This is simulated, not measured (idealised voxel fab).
Process module in this document: voxel self aligned contacts
Cross-section cut spans 240 nm and uses square cells 5 nm in size.
For the purposes of this document, a cross-section shall be understood as a grid of square cells, specified as bands listed in top-to-bottom order, each band consisting of one or more rows of cells.
This entry defines a band. It first specifies the height of the band's top and the height of its bottom in nm, and then specifies the band's materials from left to right, stating each material with its width in nm. The word "throughout" identifies a single material that fills the band from edge to edge, while the word "empty" identifies empty space.
Basically, 0 is our baseline, since under it the wafer straight out of the box is all one material. The bottom band has no lower end and keeps on going down, so it looks like "z 0 and below".
Per-row width for "30->40": begins at first number (top row of band), ends at second number (bottom row), increment between rows held constant.
"no change" means the step left every cell of the cross-section as it was.
You'll see "Fully enclosed voids" listing empty spaces that have no way open to the top, as long as they're 8 cells or more; the notation is width x height at distance, where the distance is from the left edge, and all of it is in nm.
after a step's settings: what the simulator itself notes on the step
overlay nm: on a step with a mask, how far right of its planned place the mask lay; negative means left.
Intended process steps
1,RECEIVE: material Si
2,OXIDIZE: depth nm 5
3,DIRECTIONAL_DEP: material polySi, thk nm 30
4,DIRECTIONAL_DEP: material SiN, thk nm 20
5,PATTERN: tone cover, mask id GATE, material resist, width nm 35, pitch nm 70, thk nm 15, overlay nm 0
6,DIRECTIONAL_ETCH: etch materials SiN, depth nm 20
7,DIRECTIONAL_ETCH: etch materials polySi, depth nm 30
8,STRIP: etch materials resist
9,CONFORMAL_DEP: material SiN, thk nm 10
10,DIRECTIONAL_ETCH: etch materials SiN, depth nm 10
11,FILL_DEP: material SiO2, thk nm 15
12,CMP: height nm 60
13,DIRECTIONAL_DEP: material aC, thk nm 10
14,PATTERN: tone open, mask id CONTACT, material resist, width nm 55, pitch nm 70, thk nm 30, overlay nm 0
15,DIRECTIONAL_ETCH: etch materials aC, depth nm 10
16,STRIP: etch materials resist
17,DIRECTIONAL_ETCH: etch materials SiO2, depth nm 65
18,STRIP: etch materials aC
19,CONFORMAL_DEP: material TiN, thk nm 5
20,FILL_DEP: material W, thk nm 5
21,CMP: height nm 60
22,CONFORMAL_DEP: material SiCN, thk nm 5
The first of two wafers, run as planned
Delivered wafer in cross-section: state after step 1
	z 0 and below  Si throughout
	Fully enclosed voids: none
Cross-sectional representation of the wafer at the conclusion of step 2
	z 0 to -5  SiO2 throughout
	Rest of section, below -5: as before.
Cross-sectional representation of the wafer at the conclusion of step 3
	z 30 to 0  polySi throughout
	Rest of section, below 0: as before.
Cross-sectional representation of the wafer at the conclusion of step 4
	z 50 to 30  SiN throughout
	Rest of section, below 30: as before.
Cross-sectional representation of the wafer at the conclusion of step 5
	z 65 to 50  empty 30, resist 35, empty 35, resist 35, empty 35, resist 35, empty 35
	Rest of section, below 50: as before.
Cross-sectional representation of the wafer at the conclusion of step 6
	z 65 to 50  empty 30, resist 35, empty 35, resist 35, empty 35, resist 35, empty 35
	z 50 to 30  empty 30, SiN 35, empty 35, SiN 35, empty 35, SiN 35, empty 35
	Rest of section, below 30: as before.
Cross-sectional representation of the wafer at the conclusion of step 7
	z 65 to 50  empty 30, resist 35, empty 35, resist 35, empty 35, resist 35, empty 35
	z 50 to 30  empty 30, SiN 35, empty 35, SiN 35, empty 35, SiN 35, empty 35
	z 30 to 0  empty 30, polySi 35, empty 35, polySi 35, empty 35, polySi 35, empty 35
	Rest of section, below 0: as before.
Cross-sectional representation of the wafer at the conclusion of step 8
	z 50 to 30  empty 30, SiN 35, empty 35, SiN 35, empty 35, SiN 35, empty 35
	Rest of section, below 30: as before.
Cross-sectional representation of the wafer at the conclusion of step 9
	z 60 to 30  empty 20, SiN 55, empty 15, SiN 55, empty 15, SiN 55, empty 25
	z 30 to 10  empty 20, SiN 10, polySi 35, SiN 10, empty 15, SiN 10, polySi 35, SiN 10, empty 15, SiN 10, polySi 35, SiN 10, empty 25
	z 10 to 0  SiN 30, polySi 35, SiN 35, polySi 35, SiN 35, polySi 35, SiN 35
	Rest of section, below 0: as before.
Cross-sectional representation of the wafer at the conclusion of step 10
	z 50 to 30  empty 20, SiN 55, empty 15, SiN 55, empty 15, SiN 55, empty 25
	z 30 to 0  empty 20, SiN 10, polySi 35, SiN 10, empty 15, SiN 10, polySi 35, SiN 10, empty 15, SiN 10, polySi 35, SiN 10, empty 25
	Rest of section, below 0: as before.
Cross-sectional representation of the wafer at the conclusion of step 11
	z 65 to 50  SiO2 throughout
	z 50 to 30  SiO2 20, SiN 55, SiO2 15, SiN 55, SiO2 15, SiN 55, SiO2 25
	z 30 to 0  SiO2 20, SiN 10, polySi 35, SiN 10, SiO2 15, SiN 10, polySi 35, SiN 10, SiO2 15, SiN 10, polySi 35, SiN 10, SiO2 25
	Rest of section, below 0: as before.
Cross-sectional representation of the wafer at the conclusion of step 12
	z 60 to 50  SiO2 throughout
	Rest of section, below 50: as before.
Cross-sectional representation of the wafer at the conclusion of step 13
	z 70 to 60  aC throughout
	Rest of section, below 60: as before.
Cross-sectional representation of the wafer at the conclusion of step 14
	z 100 to 70  resist 55, empty 55, resist 15, empty 55, resist 60
	Rest of section, below 70: as before.
Cross-sectional representation of the wafer at the conclusion of step 15
	z 90 to 70  resist 55, empty 55, resist 15, empty 55, resist 60
	z 70 to 60  aC 55, empty 55, aC 15, empty 55, aC 60
	Rest of section, below 60: as before.
Cross-sectional representation of the wafer at the conclusion of step 16
	z 70 to 60  aC 55, empty 55, aC 15, empty 55, aC 60
	Rest of section, below 60: as before.
Cross-sectional representation of the wafer at the conclusion of step 17
	z 70 to 60  aC 55, empty 55, aC 15, empty 55, aC 60
	z 60 to 50  SiO2 55, empty 55, SiO2 15, empty 55, SiO2 60
	z 50 to 30  SiO2 20, SiN 55, empty 15, SiN 55, empty 15, SiN 55, SiO2 25
	z 30 to 0  SiO2 20, SiN 10, polySi 35, SiN 10, empty 15, SiN 10, polySi 35, SiN 10, empty 15, SiN 10, polySi 35, SiN 10, SiO2 25
	z 0 to -5  SiO2 75, empty 15, SiO2 55, empty 15, SiO2 80
	Rest of section, below -5: as before.
Cross-sectional representation of the wafer at the conclusion of step 18
	z 60 to 50  SiO2 55, empty 55, SiO2 15, empty 55, SiO2 60
	Rest of section, below 50: as before.
Cross-sectional representation of the wafer at the conclusion of step 19
	z 65 to 60  TiN 60, empty 45, TiN 25, empty 45, TiN 65
	z 60 to 50  SiO2 55, TiN 5->25, empty 45->5, TiN 5->25, SiO2 15, TiN 5->25, empty 45->5, TiN 5->25, SiO2 60
	z 50 to 30  SiO2 20, SiN 55, TiN 5, empty 5, TiN 5, SiN 55, TiN 5, empty 5, TiN 5, SiN 55, SiO2 25
	z 30 to 0  SiO2 20, SiN 10, polySi 35, SiN 10, TiN 5, empty 5, TiN 5, SiN 10, polySi 35, SiN 10, TiN 5, empty 5, TiN 5, SiN 10, polySi 35, SiN 10, SiO2 25
	z 0 to -5  SiO2 75, TiN 15, SiO2 55, TiN 15, SiO2 80
	Rest of section, below -5: as before.
Cross-sectional representation of the wafer at the conclusion of step 20
	z 70 to 65  W throughout
	z 65 to 60  TiN 60, W 45, TiN 25, W 45, TiN 65
	z 60 to 50  SiO2 55, TiN 5->25, W 45->5, TiN 5->25, SiO2 15, TiN 5->25, W 45->5, TiN 5->25, SiO2 60
	z 50 to 30  SiO2 20, SiN 55, TiN 5, W 5, TiN 5, SiN 55, TiN 5, W 5, TiN 5, SiN 55, SiO2 25
	z 30 to 0  SiO2 20, SiN 10, polySi 35, SiN 10, TiN 5, W 5, TiN 5, SiN 10, polySi 35, SiN 10, TiN 5, W 5, TiN 5, SiN 10, polySi 35, SiN 10, SiO2 25
	Rest of section, below 0: as before.
Cross-sectional representation of the wafer at the conclusion of step 21
	z 60 to 50  SiO2 55, TiN 5->25, W 45->5, TiN 5->25, SiO2 15, TiN 5->25, W 45->5, TiN 5->25, SiO2 60
	Rest of section, below 50: as before.
Cross-sectional representation of the wafer at the conclusion of step 22
	z 65 to 60  SiCN throughout
	Rest of section, below 60: as before.
What follows concerns the second wafer, which started out like the first and was meant to follow the very same plan; one mistake crept in when it was run, but everything up to and including step 1 is the same as for the first wafer
Second wafer, section view, time point: scheduled end of step 2: no change
Second wafer, section view, time point: scheduled end of step 3
	z 30 to 0  polySi throughout
	Rest of section, below 0: as before.
Second wafer, section view, time point: scheduled end of step 4
	z 50 to 30  SiN throughout
	Rest of section, below 30: as before.
Second wafer, section view, time point: scheduled end of step 5
	z 65 to 50  empty 30, resist 35, empty 35, resist 35, empty 35, resist 35, empty 35
	Rest of section, below 50: as before.
Second wafer, section view, time point: scheduled end of step 6
	z 65 to 50  empty 30, resist 35, empty 35, resist 35, empty 35, resist 35, empty 35
	z 50 to 30  empty 30, SiN 35, empty 35, SiN 35, empty 35, SiN 35, empty 35
	Rest of section, below 30: as before.
Second wafer, section view, time point: scheduled end of step 7
	z 65 to 50  empty 30, resist 35, empty 35, resist 35, empty 35, resist 35, empty 35
	z 50 to 30  empty 30, SiN 35, empty 35, SiN 35, empty 35, SiN 35, empty 35
	z 30 to 0  empty 30, polySi 35, empty 35, polySi 35, empty 35, polySi 35, empty 35
	Rest of section, below 0: as before.
Second wafer, section view, time point: scheduled end of step 8
	z 50 to 30  empty 30, SiN 35, empty 35, SiN 35, empty 35, SiN 35, empty 35
	Rest of section, below 30: as before.
Second wafer, section view, time point: scheduled end of step 9
	z 60 to 30  empty 20, SiN 55, empty 15, SiN 55, empty 15, SiN 55, empty 25
	z 30 to 10  empty 20, SiN 10, polySi 35, SiN 10, empty 15, SiN 10, polySi 35, SiN 10, empty 15, SiN 10, polySi 35, SiN 10, empty 25
	z 10 to 0  SiN 30, polySi 35, SiN 35, polySi 35, SiN 35, polySi 35, SiN 35
	Rest of section, below 0: as before.
Second wafer, section view, time point: scheduled end of step 10
	z 50 to 30  empty 20, SiN 55, empty 15, SiN 55, empty 15, SiN 55, empty 25
	z 30 to 0  empty 20, SiN 10, polySi 35, SiN 10, empty 15, SiN 10, polySi 35, SiN 10, empty 15, SiN 10, polySi 35, SiN 10, empty 25
	Rest of section, below 0: as before.
Second wafer, section view, time point: scheduled end of step 11
	z 65 to 50  SiO2 throughout
	z 50 to 30  SiO2 20, SiN 55, SiO2 15, SiN 55, SiO2 15, SiN 55, SiO2 25
	z 30 to 0  SiO2 20, SiN 10, polySi 35, SiN 10, SiO2 15, SiN 10, polySi 35, SiN 10, SiO2 15, SiN 10, polySi 35, SiN 10, SiO2 25
	Rest of section, below 0: as before.
Second wafer, section view, time point: scheduled end of step 12
	z 60 to 50  SiO2 throughout
	Rest of section, below 50: as before.
Second wafer, section view, time point: scheduled end of step 13
	z 70 to 60  aC throughout
	Rest of section, below 60: as before.
Second wafer, section view, time point: scheduled end of step 14
	z 100 to 70  resist 55, empty 55, resist 15, empty 55, resist 60
	Rest of section, below 70: as before.
Second wafer, section view, time point: scheduled end of step 15
	z 90 to 70  resist 55, empty 55, resist 15, empty 55, resist 60
	z 70 to 60  aC 55, empty 55, aC 15, empty 55, aC 60
	Rest of section, below 60: as before.
Second wafer, section view, time point: scheduled end of step 16
	z 70 to 60  aC 55, empty 55, aC 15, empty 55, aC 60
	Rest of section, below 60: as before.
Second wafer, section view, time point: scheduled end of step 17
	z 70 to 60  aC 55, empty 55, aC 15, empty 55, aC 60
	z 60 to 50  SiO2 55, empty 55, SiO2 15, empty 55, SiO2 60
	z 50 to 30  SiO2 20, SiN 55, empty 15, SiN 55, empty 15, SiN 55, SiO2 25
	z 30 to 0  SiO2 20, SiN 10, polySi 35, SiN 10, empty 15, SiN 10, polySi 35, SiN 10, empty 15, SiN 10, polySi 35, SiN 10, SiO2 25
	Rest of section, below 0: as before.
Second wafer, section view, time point: scheduled end of step 18
	z 60 to 50  SiO2 55, empty 55, SiO2 15, empty 55, SiO2 60
	Rest of section, below 50: as before.
Second wafer, section view, time point: scheduled end of step 19
	z 65 to 60  TiN 60, empty 45, TiN 25, empty 45, TiN 65
	z 60 to 50  SiO2 55, TiN 5->25, empty 45->5, TiN 5->25, SiO2 15, TiN 5->25, empty 45->5, TiN 5->25, SiO2 60
	z 50 to 30  SiO2 20, SiN 55, TiN 5, empty 5, TiN 5, SiN 55, TiN 5, empty 5, TiN 5, SiN 55, SiO2 25
	z 30 to 5  SiO2 20, SiN 10, polySi 35, SiN 10, TiN 5, empty 5, TiN 5, SiN 10, polySi 35, SiN 10, TiN 5, empty 5, TiN 5, SiN 10, polySi 35, SiN 10, SiO2 25
	z 5 to 0  SiO2 20, SiN 10, polySi 35, SiN 10, TiN 15, SiN 10, polySi 35, SiN 10, TiN 15, SiN 10, polySi 35, SiN 10, SiO2 25
	Rest of section, below 0: as before.
Second wafer, section view, time point: scheduled end of step 20
	z 70 to 65  W throughout
	z 65 to 60  TiN 60, W 45, TiN 25, W 45, TiN 65
	z 60 to 50  SiO2 55, TiN 5->25, W 45->5, TiN 5->25, SiO2 15, TiN 5->25, W 45->5, TiN 5->25, SiO2 60
	z 50 to 30  SiO2 20, SiN 55, TiN 5, W 5, TiN 5, SiN 55, TiN 5, W 5, TiN 5, SiN 55, SiO2 25
	z 30 to 5  SiO2 20, SiN 10, polySi 35, SiN 10, TiN 5, W 5, TiN 5, SiN 10, polySi 35, SiN 10, TiN 5, W 5, TiN 5, SiN 10, polySi 35, SiN 10, SiO2 25
	Rest of section, below 5: as before.
Second wafer, section view, time point: scheduled end of step 21
	z 60 to 50  SiO2 55, TiN 5->25, W 45->5, TiN 5->25, SiO2 15, TiN 5->25, W 45->5, TiN 5->25, SiO2 60
	Rest of section, below 50: as before.
Second wafer, section view, time point: scheduled end of step 22
	z 65 to 60  SiCN throughout
	Rest of section, below 60: as before.
Which mistake was made when the wafer was run? step 2 of the plan was jumped over and never run
Heads up, by the end the second wafer has more or fewer cells of some materials compared to the first: Si +48; SiO2 -42; TiN -4; W -2
